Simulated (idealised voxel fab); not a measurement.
The following process module bears the name voxel ribs on slabs.
Section shown: cut. Width: 190 nm. Cell size: 5 nm, square.
When this document writes out a cross-section, it uses a grid of square cells and lists it as bands, beginning at the top and moving down, with a band standing for one or more rows of cells.
What a band's entry tells you: where the top is and where the bottom is, as heights in nm, and after that what lies inside, material by material from left to right, each with its width in nm. Empty space is written as the word "air", and a single material marked with the word "edge to edge" occupies the band from edge to edge.
Below 0: as-received wafer, all one material; heights counted from there. Lowest band: no bottom, goes on down, written "0 -> down".
The width entry "30 to 40" should be interpreted row by row: the top row of cells in the band takes the first number, the bottom row takes the second number, and the change between adjacent rows is uniform throughout.
What does "no change" mean for a step? It means no cell of the cross-section changed in that step.
This entry, "Fully closed voids", enumerates those empty regions of no fewer than 8 cells that possess no open connection to the top. Each region is reported in the form width x height at distance, the distance being taken from the left edge, with all three quantities expressed in nm.
If you see something after the settings on a step's line, that's the simulator's own remark about that step.
overlay nm: on a step with a mask, how far right of its planned place the mask lay; negative means left.
**These are the steps we planned for the process**
1,RECEIVE, material Si
2,DIRECTIONAL_DEP, material SiO2, thk nm 30
3,DIRECTIONAL_DEP, material SiN, thk nm 25
4,MASKED_ETCH, tone cover, mask id RIB, width nm 20, etch materials SiN, depth nm 15, overlay nm 0
5,MASKED_ETCH, tone cover, mask id SLAB, width nm 50, etch materials SiN, depth nm 10, overlay nm 0
6,FILL_DEP, material SiO2, thk nm 15
7,CMP, height nm 65
8,DIRECTIONAL_DEP, material TiN, thk nm 10
9,PATTERN, tone cover, mask id HEATER, material resist, width nm 30, thk nm 20, overlay nm 0
10,DIRECTIONAL_ETCH, etch materials TiN, depth nm 10
11,STRIP, etch materials resist
12,CONFORMAL_DEP, material SiN, thk nm 10
**Wafer cross-section on receipt, i.e. after step 1**
  0 -> down: Si edge to edge
  Fully closed voids: none
**Result of the module, cross-sectioned: start per above, plan per above, one error in how it was run**
  85 -> 75: air 70 nm  SiN 50 nm  air 70 nm
  75 -> 65: SiN 80 nm  TiN 30 nm  SiN 80 nm
  65 -> 25: SiO2 edge to edge
  25 -> 0: SiN edge to edge
  0 -> down: Si edge to edge
  Fully closed voids: none
What was done differently from what was planned? note: step 2 <-> step 3, run order reversed vs plan
